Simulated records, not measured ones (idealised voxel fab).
Presented below is a process module, voxel gate over fins.
Section shown: cut. Width: 150 nm. Cell size: 5 nm, square.
A cross-section is a grid of square cells, given in bands from the top down. A band is one or more rows of cells.
Heights first: top, then bottom, in nm. Then materials, left to right, each with a width in nm. "full width" on a single material: fills the band edge to edge. "blank": empty space.
Ref level 0: as-received wafer is one material below here. Bottom band extends down with no lower bound ("0..down").
You'd read "30 to 40" like this: the band's top row of cells is as wide as the first number, its bottom row is as wide as the second, and going down, every row changes width by the same amount as the row before did.
"all unchanged", as given for a step, is the statement that not any cell of the cross-section underwent a change during that step.
"Enclosed void listing" lists enclosed empty spaces (at least 8 cells, no open path upward to the top), each as width x height at distance from the left edge, in nm.
On each step's line, the part that comes after the settings is the simulator's own comment on the step.
"overlay nm" answers the question of how far to the right of plan the mask lay on a step that has a mask, and when it is negative the answer is to the left.
-- Process steps foreseen in the plan
1,RECEIVE: material Si
2,CONFORMAL_DEP: material SiN, thk nm 10
3,DIRECTIONAL_DEP: material aC, thk nm 15
4,PATTERN: tone cover, mask id FINS, material resist, width nm 15, pitch nm 35, thk nm 35, overlay nm 0
5,DIRECTIONAL_ETCH: etch materials aC, depth nm 15
6,STRIP: etch materials resist
7,DIRECTIONAL_ETCH: etch materials SiN, depth nm 10
8,DIRECTIONAL_ETCH: etch materials Si, depth nm 35
9,STRIP: etch materials aC
10,OXIDIZE: depth nm 5
11,FILL_DEP: material SiO2, thk nm 15
12,CMP: height nm 10
13,SELECTIVE_ETCH: etch materials SiO2, depth nm 25
14,STRIP: etch materials SiN
15,CONFORMAL_DEP: material HfO2, thk nm 5
16,CONFORMAL_DEP: material TiN, thk nm 5
17,FILL_DEP: material W, thk nm 10
18,CMP: height nm 15
19,CONFORMAL_DEP: material SiCN, thk nm 5
-- What follows covers the first of two wafers; it ran as planned
-- As-received state of the wafer in cross-section, equivalent to post-step 1
> 0..down  Si full width
> Enclosed void listing: none
-- Sectional view: wafer, after step 2
> 10..0  SiN full width
> Below 0 it's all the same as before, nothing changed down there.
-- Sectional view: wafer, after step 3
> 25..10  aC full width
> Below 10 it's all the same as before, nothing changed down there.
-- Sectional view: wafer, after step 4
> 60..25  50 blank, then 15 resist, then 20 blank, then 15 resist, then 50 blank
> Below 25 it's all the same as before, nothing changed down there.
-- Sectional view: wafer, after step 5
> 45..25  50 blank, then 15 resist, then 20 blank, then 15 resist, then 50 blank
> 25..10  50 blank, then 15 aC, then 20 blank, then 15 aC, then 50 blank
> Below 10 it's all the same as before, nothing changed down there.
-- Sectional view: wafer, after step 6
> 25..10  50 blank, then 15 aC, then 20 blank, then 15 aC, then 50 blank
> Below 10 it's all the same as before, nothing changed down there.
-- Sectional view: wafer, after step 7
> 25..10  50 blank, then 15 aC, then 20 blank, then 15 aC, then 50 blank
> 10..0  50 blank, then 15 SiN, then 20 blank, then 15 SiN, then 50 blank
> Below 0 it's all the same as before, nothing changed down there.
-- Sectional view: wafer, after step 8
> 25..10  50 blank, then 15 aC, then 20 blank, then 15 aC, then 50 blank
> 10..0  50 blank, then 15 SiN, then 20 blank, then 15 SiN, then 50 blank
> 0..-35  50 blank, then 15 Si, then 20 blank, then 15 Si, then 50 blank
> Below -35 it's all the same as before, nothing changed down there.
-- Sectional view: wafer, after step 9
> 10..0  50 blank, then 15 SiN, then 20 blank, then 15 SiN, then 50 blank
> Below 0 it's all the same as before, nothing changed down there.
-- Sectional view: wafer, after step 10
> 10..0  50 blank, then 15 SiN, then 20 blank, then 15 SiN, then 50 blank
> 0..-35  50 blank, then 5 SiO2, then 5 Si, then 5 SiO2, then 20 blank, then 5 SiO2, then 5 Si, then 5 SiO2, then 50 blank
> -35..-40  55 SiO2, then 5 Si, then 30 SiO2, then 5 Si, then 55 SiO2
> Below -40 it's all the same as before, nothing changed down there.
-- Sectional view: wafer, after step 11
> 25..10  SiO2 full width
> 10..0  50 SiO2, then 15 SiN, then 20 SiO2, then 15 SiN, then 50 SiO2
> 0..-40  55 SiO2, then 5 Si, then 30 SiO2, then 5 Si, then 55 SiO2
> Below -40 it's all the same as before, nothing changed down there.
-- Sectional view: wafer, after step 12
> 10..0  50 SiO2, then 15 SiN, then 20 SiO2, then 15 SiN, then 50 SiO2
> Below 0 it's all the same as before, nothing changed down there.
-- Sectional view: wafer, after step 13
> 10..0  50 blank, then 15 SiN, then 20 blank, then 15 SiN, then 50 blank
> 0..-15  55 blank, then 5 Si, then 30 blank, then 5 Si, then 55 blank
> Below -15 it's all the same as before, nothing changed down there.
-- Sectional view: wafer, after step 14
> 0..-15  55 blank, then 5 Si, then 30 blank, then 5 Si, then 55 blank
> Below -15 it's all the same as before, nothing changed down there.
-- Sectional view: wafer, after step 15
> 5..0  50 blank, then 15 HfO2, then 20 blank, then 15 HfO2, then 50 blank
> 0..-10  50 blank, then 5 HfO2, then 5 Si, then 5 HfO2, then 20 blank, then 5 HfO2, then 5 Si, then 5 HfO2, then 50 blank
> -10..-15  55 HfO2, then 5 Si, then 30 HfO2, then 5 Si, then 55 HfO2
> Below -15 it's all the same as before, nothing changed down there.
-- Sectional view: wafer, after step 16
> 10..5  45 blank, then 25 TiN, then 10 blank, then 25 TiN, then 45 blank
> 5..0  45 blank, then 5 TiN, then 15 HfO2, then 5 TiN, then 10 blank, then 5 TiN, then 15 HfO2, then 5 TiN, then 45 blank
> 0..-5  45 blank, then 5 TiN, then 5 HfO2, then 5 Si, then 5 HfO2, then 5 TiN, then 10 blank, then 5 TiN, then 5 HfO2, then 5 Si, then 5 HfO2, then 5 TiN, then 45 blank
> -5..-10  50 TiN, then 5 HfO2, then 5 Si, then 5 HfO2, then 20 TiN, then 5 HfO2, then 5 Si, then 5 HfO2, then 50 TiN
> Below -10 it's all the same as before, nothing changed down there.
-- Sectional view: wafer, after step 17
> 20..10  W full width
> 10..5  45 W, then 25 TiN, then 10 W, then 25 TiN, then 45 W
> 5..0  45 W, then 5 TiN, then 15 HfO2, then 5 TiN, then 10 W, then 5 TiN, then 15 HfO2, then 5 TiN, then 45 W
> 0..-5  45 W, then 5 TiN, then 5 HfO2, then 5 Si, then 5 HfO2, then 5 TiN, then 10 W, then 5 TiN, then 5 HfO2, then 5 Si, then 5 HfO2, then 5 TiN, then 45 W
> Below -5 it's all the same as before, nothing changed down there.
-- Sectional view: wafer, after step 18
> 15..10  W full width
> Below 10 it's all the same as before, nothing changed down there.
-- Sectional view: wafer, after step 19
> 20..15  SiCN full width
> Below 15 it's all the same as before, nothing changed down there.
-- Wafer two: like wafer one in start and plan, but with one mistake in execution; identical up to and including step 10
-- Planned end of step 11: second wafer, cross-section
> 25..0  SiN full width
> 0..-35  50 SiN, then 5 SiO2, then 5 Si, then 5 SiO2, then 20 SiN, then 5 SiO2, then 5 Si, then 5 SiO2, then 50 SiN
> Below -35 it's all the same as before, nothing changed down there.
-- Planned end of step 12: second wafer, cross-section
> 10..0  SiN full width
> Below 0 it's all the same as before, nothing changed down there.
Planned end of step 13: second wafer, cross-section: all unchanged
-- Planned end of step 14: second wafer, cross-section
> 0..-35  50 blank, then 5 SiO2, then 5 Si, then 5 SiO2, then 20 blank, then 5 SiO2, then 5 Si, then 5 SiO2, then 50 blank
> Below -35 it's all the same as before, nothing changed down there.
-- Planned end of step 15: second wafer, cross-section
> 5..0  45 blank, then 25 HfO2, then 10 blank, then 25 HfO2, then 45 blank
> 0..-30  45 blank, then 5 HfO2, then 5 SiO2, then 5 Si, then 5 SiO2, then 5 HfO2, then 10 blank, then 5 HfO2, then 5 SiO2, then 5 Si, then 5 SiO2, then 5 HfO2, then 45 blank
> -30..-35  50 HfO2, then 5 SiO2, then 5 Si, then 5 SiO2, then 20 HfO2, then 5 SiO2, then 5 Si, then 5 SiO2, then 50 HfO2
> Below -35 it's all the same as before, nothing changed down there.
-- Planned end of step 16: second wafer, cross-section
> 10..5  40 blank, then 70 TiN, then 40 blank
> 5..0  40 blank, then 5 TiN, then 25 HfO2, then 10 TiN, then 25 HfO2, then 5 TiN, then 40 blank
> 0..-25  40 blank, then 5 TiN, then 5 HfO2, then 5 SiO2, then 5 Si, then 5 SiO2, then 5 HfO2, then 10 TiN, then 5 HfO2, then 5 SiO2, then 5 Si, then 5 SiO2, then 5 HfO2, then 5 TiN, then 40 blank
> -25..-30  45 TiN, then 5 HfO2, then 5 SiO2, then 5 Si, then 5 SiO2, then 5 HfO2, then 10 TiN, then 5 HfO2, then 5 SiO2, then 5 Si, then 5 SiO2, then 5 HfO2, then 45 TiN
> Below -30 it's all the same as before, nothing changed down there.
-- Planned end of step 17: second wafer, cross-section
> 20..10  W full width
> 10..5  40 W, then 70 TiN, then 40 W
> 5..0  40 W, then 5 TiN, then 25 HfO2, then 10 TiN, then 25 HfO2, then 5 TiN, then 40 W
> 0..-25  40 W, then 5 TiN, then 5 HfO2, then 5 SiO2, then 5 Si, then 5 SiO2, then 5 HfO2, then 10 TiN, then 5 HfO2, then 5 SiO2, then 5 Si, then 5 SiO2, then 5 HfO2, then 5 TiN, then 40 W
> Below -25 it's all the same as before, nothing changed down there.
-- Planned end of step 18: second wafer, cross-section
> 15..10  W full width
> Below 10 it's all the same as before, nothing changed down there.
-- Planned end of step 19: second wafer, cross-section
> 20..15  SiCN full width
> Below 15 it's all the same as before, nothing changed down there.
Plan not followed: step 11 was run on a setting that differed from the plan, and what really ran there is FILL_DEP: material SiN, thk nm 15
Final cells, second wafer relative to first, materials higher or lower: HfO2: 16 more | SiO2: 84 fewer | TiN: 16 more | W: 52 more
